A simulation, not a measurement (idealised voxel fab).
process module | voxel self aligned contacts
cross-section cut | 285 nm wide | cells 5 nm
A cross-section is a grid of square cells, given in bands from the top down. A band is one or more rows of cells.
Each band's line starts with the height of the band's top and of its bottom, in nm. Then come its materials from left to right, each with its width in nm. One material with "throughout" fills the band from edge to edge. "air" is empty space.
Height 0 is the level under which the wafer as received is all one material. The lowest band goes on downwards, as in "0 down".
A width such as "30 to 40" changes by the same amount from each row of cells to the next, from the band's top row to its bottom row.
"no change" after a step means that no cell of the cross-section changed.
closed voids: empty space of 8 cells or more with no open way to the top, each as width x height at its distance from the left edge, in nm
after a step's settings: what the simulator itself notes on the step
overlay nm, on a step with a mask: how far to the right of its planned place the mask lay; to the left if negative
plan
1 op RECEIVE | material Si
2 op CONFORMAL_DEP | material SiO2 | thk nm 5
3 op DIRECTIONAL_DEP | material polySi | thk nm 25
4 op DIRECTIONAL_DEP | material SiN | thk nm 15
5 op DIRECTIONAL_DEP | material aC | thk nm 15
6 op PATTERN | tone cover | mask id GATE | material resist | width nm 35 | pitch nm 60 | thk nm 30 | overlay nm 0
7 op DIRECTIONAL_ETCH | etch materials aC | depth nm 5
8 op STRIP | etch materials resist
9 op DIRECTIONAL_ETCH | etch materials SiN | depth nm 15
10 op DIRECTIONAL_ETCH | etch materials polySi | depth nm 25
11 op STRIP | etch materials aC
12 op CONFORMAL_DEP | material SiN | thk nm 5
13 op DIRECTIONAL_ETCH | etch materials SiN | depth nm 5
14 op FILL_DEP | material SiO2 | thk nm 15
15 op CMP | height nm 55
16 op DIRECTIONAL_DEP | material aC | thk nm 15
17 op PATTERN | tone open | mask id CONTACT | material resist | width nm 45 | pitch nm 60 | thk nm 35 | overlay nm 0
18 op DIRECTIONAL_ETCH | etch materials aC | depth nm 15
19 op STRIP | etch materials resist
20 op DIRECTIONAL_ETCH | etch materials SiO2 | depth nm 55
21 op STRIP | etch materials aC
22 op CONFORMAL_DEP | material TiN | thk nm 5
23 op FILL_DEP | material Ru | thk nm 5
24 op CMP | height nm 55
25 op CONFORMAL_DEP | material SiCN | thk nm 5
varied across the wafers: depth nm of step 7. The plan shows the first wafer's value. All wafers start alike
first wafer as received, after step 1
  0 down: Si throughout
  closed voids: none
each wafer at the end: cells of each material gained (+) or lost (-) since it was received, then its closed voids
depth nm 5 | +14 Ru | +57 SiCN | +171 SiN | +135 SiO2 | +22 TiN | +285 polySi | closed voids: none
depth nm 10 | +14 Ru | +57 SiCN | +171 SiN | +135 SiO2 | +22 TiN | +285 polySi | closed voids: none
depth nm 15 | +32 Ru | +57 SiCN | +111 SiN | +321 SiO2 | +58 TiN | +105 polySi | closed voids: none
depth nm 20 | +32 Ru | +57 SiCN | +111 SiN | +321 SiO2 | +58 TiN | +105 polySi | closed voids: none
depth nm 25 | +32 Ru | +57 SiCN | +111 SiN | +321 SiO2 | +58 TiN | +105 polySi | closed voids: none
depth nm 30 | +32 Ru | +57 SiCN | +111 SiN | +321 SiO2 | +58 TiN | +105 polySi | closed voids: none
